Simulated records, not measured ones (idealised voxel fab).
A process module follows: voxel wiring stack.
We display cut, a cross-section 200 nm in width whose square cells are each 5 nm.
Cross-section layout: square cells on a grid; listed as bands, top to bottom; a band spans one or more cell rows.
For a band, the entry starts with two heights in nm, that of the top and then that of the bottom, and carries on with the band's materials in order from left to right, each alongside its width in nm; the word "edge to edge" beside a single material means it fills the band edge to edge, and "blank" means empty space.
A quick word on heights: they are counted from 0, and under that level the wafer as it came to us is one material throughout. The lowest band is different from the rest in having no bottom; it simply continues downward, written as in "0 -> down".
Per-row width for "30->40": begins at first number (top row of band), ends at second number (bottom row), increment between rows held constant.
Key: "everything unchanged" - step with no changed cell in the cross-section.
Voids not open to the top, 8 cells minimum: see "Encapsulated voids". Written width x height at distance; distance is from the left edge; nm.
Read whatever lies past the settings on a step's line as the simulator's own remark about the step.
"overlay nm" answers the question of how far to the right of plan the mask lay on a step that has a mask, and when it is negative the answer is to the left.

# Here's what the planned process steps look like
| 1 | op RECEIVE | material Si |
| 2 | op CONFORMAL_DEP | material SiO2 | thk nm 15 |
| 3 | op DIRECTIONAL_DEP | material TiN | thk nm 5 |
| 4 | op DIRECTIONAL_DEP | material Ru | thk nm 15 |
| 5 | op MASKED_ETCH | tone cover | mask id METAL_1 | width nm 25 | pitch nm 50 | etch materials Ru | depth nm 15 | overlay nm 0 |
| 6 | op MASKED_ETCH | tone cover | mask id METAL_1 | width nm 25 | pitch nm 50 | etch materials TiN | depth nm 5 | overlay nm 0 |
| 7 | op CONFORMAL_DEP | material SiCN | thk nm 5 |
| 8 | op FILL_DEP | material SiO2 | thk nm 5 |
| 9 | op CMP | height nm 35 |
| 10 | op CONFORMAL_DEP | material SiCN | thk nm 5 |
| 11 | op DIRECTIONAL_DEP | material SiO2 | thk nm 20 |
| 12 | op DIRECTIONAL_DEP | material aC | thk nm 10 |
| 13 | op PATTERN | tone open | mask id PLUG_1 | material resist | width nm 15 | pitch nm 50 | thk nm 25 | overlay nm 0 |
| 14 | op DIRECTIONAL_ETCH | etch materials aC | depth nm 10 |
| 15 | op STRIP | etch materials resist |
| 16 | op DIRECTIONAL_ETCH | etch materials SiO2 | depth nm 20 |
| 17 | op DIRECTIONAL_ETCH | etch materials SiCN | depth nm 5 |
| 18 | op STRIP | etch materials aC |
| 19 | op EPI | material Ru | thk nm 10 |
| 20 | op EPI | material Ru | thk nm 10 |
| 21 | op EPI | material Ru | thk nm 5 |
| 22 | op DIRECTIONAL_DEP | material TiN | thk nm 5 |
| 23 | op DIRECTIONAL_DEP | material Ru | thk nm 20 |
| 24 | op MASKED_ETCH | tone cover | mask id METAL_2 | width nm 25 | pitch nm 50 | etch materials Ru | depth nm 20 | overlay nm 0 |
| 25 | op MASKED_ETCH | tone cover | mask id METAL_2 | width nm 25 | pitch nm 50 | etch materials TiN | depth nm 5 | overlay nm 0 |
| 26 | op CONFORMAL_DEP | material SiN | thk nm 5 |
| 27 | op FILL_DEP | material SiO2 | thk nm 10 |
| 28 | op CMP | height nm 85 |
| 29 | op CONFORMAL_DEP | material SiCN | thk nm 5 |
| 30 | op DIRECTIONAL_DEP | material lowk | thk nm 15 |
| 31 | op PATTERN | tone open | mask id PLUG_2 | material resist | width nm 15 | thk nm 15 | overlay nm 0 |
| 32 | op DIRECTIONAL_ETCH | etch materials lowk | depth nm 15 |
| 33 | op DIRECTIONAL_ETCH | etch materials SiCN | depth nm 5 |
| 34 | op STRIP | etch materials resist |
| 35 | op CONFORMAL_DEP | material TiN | thk nm 5 |
| 36 | op FILL_DEP | material Cu | thk nm 10 |
| 37 | op CMP | height nm 105 |
| 38 | op DIRECTIONAL_DEP | material TiN | thk nm 5 |
| 39 | op DIRECTIONAL_DEP | material Ru | thk nm 15 |
| 40 | op MASKED_ETCH | tone cover | mask id METAL_3 | width nm 25 | pitch nm 50 | etch materials Ru | depth nm 15 | overlay nm -15 |
| 41 | op MASKED_ETCH | tone cover | mask id METAL_3 | width nm 25 | pitch nm 50 | etch materials TiN | depth nm 5 | overlay nm 0 |
| 42 | op CONFORMAL_DEP | material SiCN | thk nm 5 |
| 43 | op FILL_DEP | material lowk | thk nm 10 |
| 44 | op CMP | height nm 125 |
| 45 | op CONFORMAL_DEP | material SiCN | thk nm 5 |
Across this set of wafers, the varied parameter is the overlay nm of step 40. Starting conditions are identical for every wafer, and the plan reports the value assigned to the first wafer.

# Received wafers, first of several: cross-section after step 1
  0 -> down = Si edge to edge
  Encapsulated voids: none

# Quick look at the cross-section of the first of several wafers after step 45, which wraps up the module
  130 -> 125 = SiCN edge to edge
  125 -> 115 = lowk 40 / SiCN 5 / Ru 25 / SiCN 5 / lowk 15 / SiCN 5 / Ru 25 / SiCN 5 / lowk 75
  115 -> 110 = lowk 40 / SiCN 5 / Ru 25 / SiCN 25 / Ru 25 / SiCN 20 / lowk 60
  110 -> 105 = SiCN 45 / TiN 40 / SiCN 10 / TiN 40 / SiCN 65
  105 -> 90 = lowk 60 / TiN 5 / Cu 5 / TiN 5 / lowk 125
  90 -> 85 = SiCN 60 / TiN 15 / SiCN 125
  85 -> 65 = SiO2 55 / SiN 5 / Ru 25 / SiN 5 / SiO2 15 / SiN 5 / Ru 25 / SiN 5 / SiO2 60
  65 -> 60 = SiN 60 / TiN 25 / SiN 25 / TiN 25 / SiN 65
  60 -> 40 = SiO2 60 / Ru 15 / SiO2 35 / Ru 15 / SiO2 75
  40 -> 35 = SiCN 60 / Ru 15 / SiCN 35 / Ru 15 / SiCN 75
  35 -> 20 = SiO2 55 / SiCN 5 / Ru 25 / SiCN 5 / SiO2 15 / SiCN 5 / Ru 25 / SiCN 5 / SiO2 60
  20 -> 15 = SiCN 60 / TiN 25 / SiCN 25 / TiN 25 / SiCN 65
  15 -> 0 = SiO2 edge to edge
  0 -> down = Si edge to edge
  Encapsulated voids: none

# A cross-section through the last wafer at the close of the module
  130 -> 125 = SiCN edge to edge
  125 -> 115 = lowk 70 / SiCN 5 / Ru 25 / SiCN 5 / lowk 15 / SiCN 5 / Ru 25 / SiCN 5 / lowk 45
  115 -> 110 = lowk 55 / SiCN 20 / Ru 25 / SiCN 25 / Ru 25 / SiCN 5 / lowk 45
  110 -> 105 = SiCN 60 / TiN 40 / SiCN 10 / TiN 40 / SiCN 50
  105 -> 90 = lowk 60 / TiN 5 / Cu 5 / TiN 5 / lowk 125
  90 -> 85 = SiCN 60 / TiN 15 / SiCN 125
  85 -> 65 = SiO2 55 / SiN 5 / Ru 25 / SiN 5 / SiO2 15 / SiN 5 / Ru 25 / SiN 5 / SiO2 60
  65 -> 60 = SiN 60 / TiN 25 / SiN 25 / TiN 25 / SiN 65
  60 -> 40 = SiO2 60 / Ru 15 / SiO2 35 / Ru 15 / SiO2 75
  40 -> 35 = SiCN 60 / Ru 15 / SiCN 35 / Ru 15 / SiCN 75
  35 -> 20 = SiO2 55 / SiCN 5 / Ru 25 / SiCN 5 / SiO2 15 / SiCN 5 / Ru 25 / SiCN 5 / SiO2 60
  20 -> 15 = SiCN 60 / TiN 25 / SiCN 25 / TiN 25 / SiCN 65
  15 -> 0 = SiO2 edge to edge
  0 -> down = Si edge to edge
  Encapsulated voids: none

# Every row in this table is a wafer at the end of the module, and it gives, for each of the materials, the cells that wafer has gained (+) or lost (-) since it was received, then its closed voids
overlay nm -15; +3 Cu; +130 Ru; +195 SiCN; +46 SiN; +438 SiO2; +45 TiN; +183 lowk; Encapsulated voids: none
overlay nm -10; +3 Cu; +130 Ru; +195 SiCN; +46 SiN; +438 SiO2; +43 TiN; +185 lowk; Encapsulated voids: none
overlay nm -5; +3 Cu; +130 Ru; +195 SiCN; +46 SiN; +438 SiO2; +41 TiN; +187 lowk; Encapsulated voids: none
overlay nm 0; +3 Cu; +130 Ru; +195 SiCN; +46 SiN; +438 SiO2; +39 TiN; +189 lowk; Encapsulated voids: none
overlay nm 5; +3 Cu; +130 Ru; +195 SiCN; +46 SiN; +438 SiO2; +41 TiN; +187 lowk; Encapsulated voids: none
overlay nm 10; +3 Cu; +130 Ru; +195 SiCN; +46 SiN; +438 SiO2; +43 TiN; +185 lowk; Encapsulated voids: none
overlay nm 15; +3 Cu; +130 Ru; +195 SiCN; +46 SiN; +438 SiO2; +45 TiN; +183 lowk; Encapsulated voids: none
